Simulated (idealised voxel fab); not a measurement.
You're looking at the process module voxel gate over fins.
Section cut is 270 nm wide and gridded with 5 nm square cells.
If you're reading a cross-section in this doc, picture square cells in a grid; it comes to you as bands, top ones listed first down to the bottom, and a band can be one or more rows of cells. It is stipulated that each band's entry specify, in nanometres, the height of the top of the band and then that of its bottom, followed by the materials of the band in left-to-right sequence, each together with its width in nanometres. A single material marked by the word "full width" is understood to fill the band from edge to edge; the word "air" is understood to denote empty space. Heights are measured from 0, the level below which the as-received wafer is all one material; the lowest band has no bottom and continues downward, written as in "top 0, no bottom". Note: "30->40" means the width goes from the first number (top row of the band) to the second number (bottom row) in equal steps per row of cells. "nothing was modified" after a step means that no cell of the cross-section changed. "Trapped void list" - sealed voids, min. 8 cells, no opening to top; format: width x height at distance (distance from left edge; nm throughout). If you see something after the settings on a step's line, that's the simulator's own remark about that step. A step line may carry the setting "overlay nm", which, for steps involving a mask, states the distance by which the mask lay to the right of its intended position; negative values denote displacement to the left.

This section lists the process steps that were planned
1) RECEIVE, material Si
2) CONFORMAL_DEP, material SiN, thk nm 10
3) DIRECTIONAL_DEP, material aC, thk nm 15
4) PATTERN, tone cover, mask id FINS, material resist, width nm 15, pitch nm 45, thk nm 30, overlay nm 0
5) DIRECTIONAL_ETCH, etch materials aC, depth nm 15
6) STRIP, etch materials resist
7) DIRECTIONAL_ETCH, etch materials SiN, depth nm 10
8) DIRECTIONAL_ETCH, etch materials Si, depth nm 30
9) STRIP, etch materials aC
10) FILL_DEP, material SiO2, thk nm 10
11) CMP, height nm 10
12) SELECTIVE_ETCH, etch materials SiO2, depth nm 25
13) STRIP, etch materials SiN
14) CONFORMAL_DEP, material HfO2, thk nm 5
15) CONFORMAL_DEP, material TiN, thk nm 5
16) FILL_DEP, material W, thk nm 10
17) CMP, height nm 15
18) CONFORMAL_DEP, material SiCN, thk nm 10

Cross-section of the wafer upon arrival, representing the state reached after step 1
> top 0, no bottom  Si full width
> Trapped void list: none

Cross-section, end of module. Start: as above. Plan: as above. Execution: one mistake
> top 25, bottom 15  SiCN full width
> top 15, bottom 10  W full width
> top 10, bottom 5  W (45) | TiN (180) | W (45)
> top 5, bottom 0  W (45) | TiN (5) | HfO2 (35) | TiN (10) | HfO2 (35) | TiN (10) | HfO2 (35) | TiN (10) | HfO2 (35) | TiN (5) | W (45)
> top 0, bottom -5  W (45) | TiN (5) | HfO2 (5) | Si (25) | HfO2 (5) | TiN (10) | HfO2 (5) | Si (25) | HfO2 (5) | TiN (10) | HfO2 (5) | Si (25) | HfO2 (5) | TiN (10) | HfO2 (5) | Si (25) | HfO2 (5) | TiN (5) | W (45)
> top -5, bottom -10  TiN (50) | HfO2 (5) | Si (25) | HfO2 (5) | TiN (10) | HfO2 (5) | Si (25) | HfO2 (5) | TiN (10) | HfO2 (5) | Si (25) | HfO2 (5) | TiN (10) | HfO2 (5) | Si (25) | HfO2 (5) | TiN (50)
> top -10, bottom -15  HfO2 (55) | Si (25) | HfO2 (20) | Si (25) | HfO2 (20) | Si (25) | HfO2 (20) | Si (25) | HfO2 (55)
> top -15, bottom -30  SiO2 (55) | Si (25) | SiO2 (20) | Si (25) | SiO2 (20) | Si (25) | SiO2 (20) | Si (25) | SiO2 (55)
> top -30, no bottom  Si full width
> Trapped void list: none
What was the processing mistake? step 4 deviated from plan and actually ran as PATTERN, tone cover, mask id FINS, material resist, width nm 25, pitch nm 45, thk nm 30, overlay nm 0
